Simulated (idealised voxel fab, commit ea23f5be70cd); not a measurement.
process module | voxel capacitor over wiring
cross-section cut | 220 nm wide | cells 5 nm
A cross-section is a grid of square cells, given in bands from the top down. A band is one or more rows of cells.
Each band's line starts with the height of the band's top and of its bottom, in nm. Then come its materials from left to right, each with its width in nm. One material with "throughout" fills the band from edge to edge. "air" is empty space.
Height 0 is the level under which the wafer as received is all one material. The lowest band goes on downwards, as in "0 down".
A width such as "30 to 40" changes by the same amount from each row of cells to the next, from the band's top row to its bottom row.
"no change" after a step means that no cell of the cross-section changed.
closed voids: empty space of 8 cells or more with no open way to the top, each as width x height at its distance from the left edge, in nm
after a step's settings: what the simulator itself notes on the step
overlay nm, on a step with a mask: how far to the right of its planned place the mask lay; to the left if negative
plan
1 op RECEIVE | material Si
2 op CONFORMAL_DEP | material SiO2 | thk nm 10
3 op DIRECTIONAL_DEP | material TiN | thk nm 5
4 op DIRECTIONAL_DEP | material Ru | thk nm 15
5 op DIRECTIONAL_DEP | material aC | thk nm 15
6 op PATTERN | tone cover | mask id METAL_1 | material resist | width nm 30 | pitch nm 90 | thk nm 35 | overlay nm 0
7 op DIRECTIONAL_ETCH | etch materials aC | depth nm 15
8 op STRIP | etch materials resist
9 op DIRECTIONAL_ETCH | etch materials Ru | depth nm 15
10 op DIRECTIONAL_ETCH | etch materials TiN | depth nm 5
11 op STRIP | etch materials aC
12 op CONFORMAL_DEP | material SiN | thk nm 5
13 op FILL_DEP | material lowk | thk nm 5
14 op CMP | height nm 30
15 op CONFORMAL_DEP | material SiCN | thk nm 5
16 op DIRECTIONAL_DEP | material SiO2 | thk nm 10
17 op PATTERN | tone open | mask id PLUG_1 | material resist | width nm 15 | thk nm 15 | overlay nm 0
18 op DIRECTIONAL_ETCH | etch materials SiO2 | depth nm 10
19 op DIRECTIONAL_ETCH | etch materials SiCN | depth nm 5
20 op STRIP | etch materials resist
21 op CONFORMAL_DEP | material TiN | thk nm 5
22 op FILL_DEP | material Cu | thk nm 5
23 op CMP | height nm 45
24 op DIRECTIONAL_DEP | material TiN | thk nm 10
25 op DIRECTIONAL_DEP | material SiN | thk nm 5
26 op DIRECTIONAL_DEP | material TiN | thk nm 5
27 op MASKED_ETCH | tone cover | mask id UPPER_PLATE | width nm 65 | etch materials TiN | depth nm 5 | overlay nm 0
28 op MASKED_ETCH | tone cover | mask id UPPER_PLATE | width nm 65 | etch materials SiN | depth nm 5 | overlay nm 0
29 op DIRECTIONAL_DEP | material aC | thk nm 15
30 op PATTERN | tone cover | mask id LOWER_PLATE | material resist | width nm 75 | thk nm 35 | overlay nm 0
31 op DIRECTIONAL_ETCH | etch materials aC | depth nm 15
32 op STRIP | etch materials resist
33 op DIRECTIONAL_ETCH | etch materials TiN | depth nm 10
34 op STRIP | etch materials aC
35 op FILL_DEP | material SiO2 | thk nm 15
36 op CMP | height nm 75
37 op MASKED_ETCH | tone open | mask id PLUG_2 | width nm 15 | etch materials SiO2 | depth nm 10 | overlay nm 0
38 op CONFORMAL_DEP | material TiN | thk nm 5
39 op FILL_DEP | material Ru | thk nm 5
40 op CMP | height nm 75
41 op CONFORMAL_DEP | material SiCN | thk nm 5
first wafer, as planned
as received, after step 1
  0 down: Si throughout
  closed voids: none
after step 2
  10 to 0: SiO2 throughout
  below 0: unchanged
after step 3
  15 to 10: TiN throughout
  below 10: unchanged
after step 4
  30 to 15: Ru throughout
  below 15: unchanged
after step 5
  45 to 30: aC throughout
  below 30: unchanged
after step 6
  80 to 45: air 50 | resist 30 | air 60 | resist 30 | air 50
  below 45: unchanged
after step 7
  65 to 45: air 50 | resist 30 | air 60 | resist 30 | air 50
  45 to 30: air 50 | aC 30 | air 60 | aC 30 | air 50
  below 30: unchanged
after step 8
  45 to 30: air 50 | aC 30 | air 60 | aC 30 | air 50
  below 30: unchanged
after step 9
  45 to 30: air 50 | aC 30 | air 60 | aC 30 | air 50
  30 to 15: air 50 | Ru 30 | air 60 | Ru 30 | air 50
  below 15: unchanged
after step 10
  45 to 30: air 50 | aC 30 | air 60 | aC 30 | air 50
  30 to 15: air 50 | Ru 30 | air 60 | Ru 30 | air 50
  15 to 10: air 50 | TiN 30 | air 60 | TiN 30 | air 50
  below 10: unchanged
after step 11
  30 to 15: air 50 | Ru 30 | air 60 | Ru 30 | air 50
  below 15: unchanged
after step 12
  35 to 30: air 45 | SiN 40 | air 50 | SiN 40 | air 45
  30 to 15: air 45 | SiN 5 | Ru 30 | SiN 5 | air 50 | SiN 5 | Ru 30 | SiN 5 | air 45
  15 to 10: SiN 50 | TiN 30 | SiN 60 | TiN 30 | SiN 50
  below 10: unchanged
after step 13
  40 to 35: lowk throughout
  35 to 30: lowk 45 | SiN 40 | lowk 50 | SiN 40 | lowk 45
  30 to 15: lowk 45 | SiN 5 | Ru 30 | SiN 5 | lowk 50 | SiN 5 | Ru 30 | SiN 5 | lowk 45
  below 15: unchanged
after step 14
  30 to 15: lowk 45 | SiN 5 | Ru 30 | SiN 5 | lowk 50 | SiN 5 | Ru 30 | SiN 5 | lowk 45
  below 15: unchanged
after step 15
  35 to 30: SiCN throughout
  below 30: unchanged
after step 16
  45 to 35: SiO2 throughout
  below 35: unchanged
after step 17
  60 to 45: resist 65 | air 15 | resist 140
  below 45: unchanged
after step 18
  60 to 45: resist 65 | air 15 | resist 140
  45 to 35: SiO2 65 | air 15 | SiO2 140
  below 35: unchanged
after step 19
  60 to 45: resist 65 | air 15 | resist 140
  45 to 35: SiO2 65 | air 15 | SiO2 140
  35 to 30: SiCN 65 | air 15 | SiCN 140
  below 30: unchanged
after step 20
  45 to 35: SiO2 65 | air 15 | SiO2 140
  below 35: unchanged
after step 21
  50 to 45: TiN 70 | air 5 | TiN 145
  45 to 35: SiO2 65 | TiN 5 | air 5 | TiN 5 | SiO2 140
  35 to 30: SiCN 65 | TiN 15 | SiCN 140
  below 30: unchanged
after step 22
  55 to 50: Cu throughout
  50 to 45: TiN 70 | Cu 5 | TiN 145
  45 to 35: SiO2 65 | TiN 5 | Cu 5 | TiN 5 | SiO2 140
  below 35: unchanged
after step 23
  45 to 35: SiO2 65 | TiN 5 | Cu 5 | TiN 5 | SiO2 140
  below 35: unchanged
after step 24
  55 to 45: TiN throughout
  below 45: unchanged
after step 25
  60 to 55: SiN throughout
  below 55: unchanged
after step 26
  65 to 60: TiN throughout
  below 60: unchanged
after step 27
  65 to 60: air 65 | TiN 65 | air 90
  below 60: unchanged
after step 28
  65 to 60: air 65 | TiN 65 | air 90
  60 to 55: air 65 | SiN 65 | air 90
  below 55: unchanged
after step 29
  80 to 70: air 65 | aC 65 | air 90
  70 to 65: aC throughout
  65 to 60: aC 65 | TiN 65 | aC 90
  60 to 55: aC 65 | SiN 65 | aC 90
  below 55: unchanged
after step 30
  115 to 80: air 60 | resist 75 | air 85
  80 to 70: air 60 | resist 5 | aC 65 | resist 5 | air 85
  below 70: unchanged
after step 31
  100 to 80: air 60 | resist 75 | air 85
  80 to 70: air 60 | resist 5 | aC 65 | resist 5 | air 85
  70 to 65: air 60 | aC 75 | air 85
  65 to 60: air 60 | aC 5 | TiN 65 | aC 5 | air 85
  60 to 55: air 60 | aC 5 | SiN 65 | aC 5 | air 85
  below 55: unchanged
after step 32
  80 to 70: air 65 | aC 65 | air 90
  below 70: unchanged
after step 33
  80 to 70: air 65 | aC 65 | air 90
  70 to 65: air 60 | aC 75 | air 85
  65 to 60: air 60 | aC 5 | TiN 65 | aC 5 | air 85
  60 to 55: air 60 | aC 5 | SiN 65 | aC 5 | air 85
  55 to 45: air 60 | TiN 75 | air 85
  below 45: unchanged
after step 34
  65 to 60: air 65 | TiN 65 | air 90
  60 to 55: air 65 | SiN 65 | air 90
  below 55: unchanged
after step 35
  80 to 65: SiO2 throughout
  65 to 60: SiO2 65 | TiN 65 | SiO2 90
  60 to 55: SiO2 65 | SiN 65 | SiO2 90
  55 to 45: SiO2 60 | TiN 75 | SiO2 85
  below 45: unchanged
after step 36
  75 to 65: SiO2 throughout
  below 65: unchanged
after step 37
  75 to 65: SiO2 75 | air 15 | SiO2 130
  below 65: unchanged
after step 38
  80 to 75: TiN 80 | air 5 | TiN 135
  75 to 70: SiO2 75 | TiN 5 | air 5 | TiN 5 | SiO2 130
  70 to 60: SiO2 75 to 65 | TiN 15 to 65 | SiO2 130 to 90
  below 60: unchanged
after step 39
  85 to 80: Ru throughout
  80 to 75: TiN 80 | Ru 5 | TiN 135
  75 to 70: SiO2 75 | TiN 5 | Ru 5 | TiN 5 | SiO2 130
  below 70: unchanged
after step 40
  75 to 70: SiO2 75 | TiN 5 | Ru 5 | TiN 5 | SiO2 130
  below 70: unchanged
after step 41
  80 to 75: SiCN throughout
  below 75: unchanged
second wafer: like start, like plan, one mistake. Through step 24 it matches the first wafer
when step 25 should have ended
  60 to 45: TiN throughout
  below 45: unchanged
when step 26 should have ended
  65 to 60: SiN throughout
  below 60: unchanged
when step 27 should have ended: no change
when step 28 should have ended
  65 to 60: air 65 | SiN 65 | air 90
  below 60: unchanged
when step 29 should have ended
  80 to 75: air 65 | aC 65 | air 90
  75 to 65: aC throughout
  65 to 60: aC 65 | SiN 65 | aC 90
  below 60: unchanged
when step 30 should have ended
  115 to 80: air 60 | resist 75 | air 85
  80 to 75: air 60 | resist 5 | aC 65 | resist 5 | air 85
  below 75: unchanged
when step 31 should have ended
  100 to 80: air 60 | resist 75 | air 85
  80 to 75: air 60 | resist 5 | aC 65 | resist 5 | air 85
  75 to 65: air 60 | aC 75 | air 85
  65 to 60: air 60 | aC 5 | SiN 65 | aC 5 | air 85
  below 60: unchanged
when step 32 should have ended
  80 to 75: air 65 | aC 65 | air 90
  below 75: unchanged
when step 33 should have ended
  80 to 75: air 65 | aC 65 | air 90
  75 to 65: air 60 | aC 75 | air 85
  65 to 60: air 60 | aC 5 | SiN 65 | aC 5 | air 85
  60 to 50: air 60 | TiN 75 | air 85
  below 50: unchanged
when step 34 should have ended
  65 to 60: air 65 | SiN 65 | air 90
  below 60: unchanged
when step 35 should have ended
  80 to 65: SiO2 throughout
  65 to 60: SiO2 65 | SiN 65 | SiO2 90
  60 to 50: SiO2 60 | TiN 75 | SiO2 85
  below 50: unchanged
when step 36 should have ended
  75 to 65: SiO2 throughout
  below 65: unchanged
when step 37 should have ended
  75 to 65: SiO2 75 | air 15 | SiO2 130
  below 65: unchanged
when step 38 should have ended
  80 to 75: TiN 80 | air 5 | TiN 135
  75 to 70: SiO2 75 | TiN 5 | air 5 | TiN 5 | SiO2 130
  70 to 65: SiO2 75 | TiN 15 | SiO2 130
  below 65: unchanged
when step 39 should have ended
  85 to 80: Ru throughout
  80 to 75: TiN 80 | Ru 5 | TiN 135
  75 to 70: SiO2 75 | TiN 5 | Ru 5 | TiN 5 | SiO2 130
  below 70: unchanged
when step 40 should have ended
  75 to 70: SiO2 75 | TiN 5 | Ru 5 | TiN 5 | SiO2 130
  below 70: unchanged
when step 41 should have ended
  80 to 75: SiCN throughout
  below 75: unchanged
what went wrong: steps 25 and 26 were swapped
at the end the second wafer has, in cells: 31 fewer of SiO2 | 31 more of TiN
